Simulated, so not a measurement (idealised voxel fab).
This section sets out a process module, namely voxel spacer lines.
For reference, the cross-section in this document is cut, with width 280 nm and square cells of 5 nm.
If you're reading a cross-section in this doc, picture square cells in a grid; it comes to you as bands, top ones listed first down to the bottom, and a band can be one or more rows of cells. Each band's line starts with the height of the band's top and of its bottom, in nm. Then come its materials from left to right, each with its width in nm. One material with "all across" fills the band from edge to edge. "air" is empty space. Height is counted from the level 0, under which the received wafer is composed throughout of one material. The lowest of the bands is not closed at the bottom but continues downward, in the notation "0 -> down". The two numbers in a width such as "30..40" mark its ends across the band: the first belongs to the top row of cells, the second to the bottom row, and from each row to the next the width moves by the same amount. Any step labelled "remained unchanged" changed none of the cells in the cross-section. The entry "Cavities, sealed" lists the empty spaces that cover at least 8 cells and have no open path to the top. Each is written as width x height at distance, where the distance is measured from the left edge and all three values are in nm. after a step's settings: what the simulator itself notes on the step. For masked steps, "overlay nm" on the step line gives how far right of plan the mask actually lay; a minus sign means it lay to the left.
Set out below are the planned steps of the process:
1 RECEIVE | material Si
2 CONFORMAL_DEP | material Al2O3 | thk nm 10
3 DIRECTIONAL_DEP | material W | thk nm 10
4 DIRECTIONAL_DEP | material polySi | thk nm 20
5 PATTERN | tone cover | mask id MANDREL | material resist | width nm 15 | pitch nm 50 | thk nm 25 | overlay nm 0
6 DIRECTIONAL_ETCH | etch materials polySi | depth nm 20
7 STRIP | etch materials resist
8 CONFORMAL_DEP | material SiO2 | thk nm 10
9 DIRECTIONAL_ETCH | etch materials SiO2 | depth nm 10
10 STRIP | etch materials polySi
11 DIRECTIONAL_ETCH | etch materials W | depth nm 10
12 STRIP | etch materials SiO2
13 FILL_DEP | material lowk | thk nm 5
14 CMP | height nm 20
First of two wafers, with the run carried out as planned:
Cross-section of the incoming wafer, state after step 1:
	0 -> down: Si all across
	Cavities, sealed: none
Cross-section of the wafer after step 2:
	10 -> 0: Al2O3 all across
	Note: structure below 0 unchanged.
Cross-section of the wafer after step 3:
	20 -> 10: W all across
	Note: structure below 10 unchanged.
Cross-section of the wafer after step 4:
	40 -> 20: polySi all across
	Note: structure below 20 unchanged.
Cross-section of the wafer after step 5:
	65 -> 40: air (105), then resist (15), then air (35), then resist (15), then air (110)
	Note: structure below 40 unchanged.
Cross-section of the wafer after step 6:
	65 -> 40: air (105), then resist (15), then air (35), then resist (15), then air (110)
	40 -> 20: air (105), then polySi (15), then air (35), then polySi (15), then air (110)
	Note: structure below 20 unchanged.
Cross-section of the wafer after step 7:
	40 -> 20: air (105), then polySi (15), then air (35), then polySi (15), then air (110)
	Note: structure below 20 unchanged.
Cross-section of the wafer after step 8:
	50 -> 40: air (95), then SiO2 (35), then air (15), then SiO2 (35), then air (100)
	40 -> 30: air (95), then SiO2 (10), then polySi (15), then SiO2 (10), then air (15), then SiO2 (10), then polySi (15), then SiO2 (10), then air (100)
	30 -> 20: SiO2 (105), then polySi (15), then SiO2 (35), then polySi (15), then SiO2 (110)
	Note: structure below 20 unchanged.
Cross-section of the wafer after step 9:
	40 -> 20: air (95), then SiO2 (10), then polySi (15), then SiO2 (10), then air (15), then SiO2 (10), then polySi (15), then SiO2 (10), then air (100)
	Note: structure below 20 unchanged.
Cross-section of the wafer after step 10:
	40 -> 20: air (95), then SiO2 (10), then air (15), then SiO2 (10), then air (15), then SiO2 (10), then air (15), then SiO2 (10), then air (100)
	Note: structure below 20 unchanged.
Cross-section of the wafer after step 11:
	40 -> 20: air (95), then SiO2 (10), then air (15), then SiO2 (10), then air (15), then SiO2 (10), then air (15), then SiO2 (10), then air (100)
	20 -> 10: air (95), then W (10), then air (15), then W (10), then air (15), then W (10), then air (15), then W (10), then air (100)
	Note: structure below 10 unchanged.
Cross-section of the wafer after step 12:
	20 -> 10: air (95), then W (10), then air (15), then W (10), then air (15), then W (10), then air (15), then W (10), then air (100)
	Note: structure below 10 unchanged.
Cross-section of the wafer after step 13:
	25 -> 20: lowk all across
	20 -> 10: lowk (95), then W (10), then lowk (15), then W (10), then lowk (15), then W (10), then lowk (15), then W (10), then lowk (100)
	Note: structure below 10 unchanged.
Cross-section of the wafer after step 14:
	20 -> 10: lowk (95), then W (10), then lowk (15), then W (10), then lowk (15), then W (10), then lowk (15), then W (10), then lowk (100)
	Note: structure below 10 unchanged.
The second wafer began exactly as the first did and followed the same plan, but one mistake was made while running it; through step 4 inclusive, the two wafers are identical:
when step 5 should have ended:
	65 -> 40: air (100), then resist (25), then air (25), then resist (25), then air (105)
	Note: structure below 40 unchanged.
when step 6 should have ended:
	65 -> 40: air (100), then resist (25), then air (25), then resist (25), then air (105)
	40 -> 20: air (100), then polySi (25), then air (25), then polySi (25), then air (105)
	Note: structure below 20 unchanged.
when step 7 should have ended:
	40 -> 20: air (100), then polySi (25), then air (25), then polySi (25), then air (105)
	Note: structure below 20 unchanged.
when step 8 should have ended:
	50 -> 40: air (90), then SiO2 (45), then air (5), then SiO2 (45), then air (95)
	40 -> 30: air (90), then SiO2 (10), then polySi (25), then SiO2 (10), then air (5), then SiO2 (10), then polySi (25), then SiO2 (10), then air (95)
	30 -> 20: SiO2 (100), then polySi (25), then SiO2 (25), then polySi (25), then SiO2 (105)
	Note: structure below 20 unchanged.
when step 9 should have ended:
	40 -> 20: air (90), then SiO2 (10), then polySi (25), then SiO2 (10), then air (5), then SiO2 (10), then polySi (25), then SiO2 (10), then air (95)
	Note: structure below 20 unchanged.
when step 10 should have ended:
	40 -> 20: air (90), then SiO2 (10), then air (25), then SiO2 (10), then air (5), then SiO2 (10), then air (25), then SiO2 (10), then air (95)
	Note: structure below 20 unchanged.
when step 11 should have ended:
	40 -> 20: air (90), then SiO2 (10), then air (25), then SiO2 (10), then air (5), then SiO2 (10), then air (25), then SiO2 (10), then air (95)
	20 -> 10: air (90), then W (10), then air (25), then W (10), then air (5), then W (10), then air (25), then W (10), then air (95)
	Note: structure below 10 unchanged.
when step 12 should have ended:
	20 -> 10: air (90), then W (10), then air (25), then W (10), then air (5), then W (10), then air (25), then W (10), then air (95)
	Note: structure below 10 unchanged.
when step 13 should have ended:
	25 -> 20: lowk all across
	20 -> 10: lowk (90), then W (10), then lowk (25), then W (10), then lowk (5), then W (10), then lowk (25), then W (10), then lowk (95)
	Note: structure below 10 unchanged.
when step 14 should have ended:
	20 -> 10: lowk (90), then W (10), then lowk (25), then W (10), then lowk (5), then W (10), then lowk (25), then W (10), then lowk (95)
	Note: structure below 10 unchanged.
Against the plan, the run slipped here: in deviation from the planned setting, step 5 was conducted as PATTERN | tone cover | mask id MANDREL | material resist | width nm 25 | pitch nm 50 | thk nm 25 | overlay nm 0
Final wafers compared: equal cell tally per material, rearranged layout.
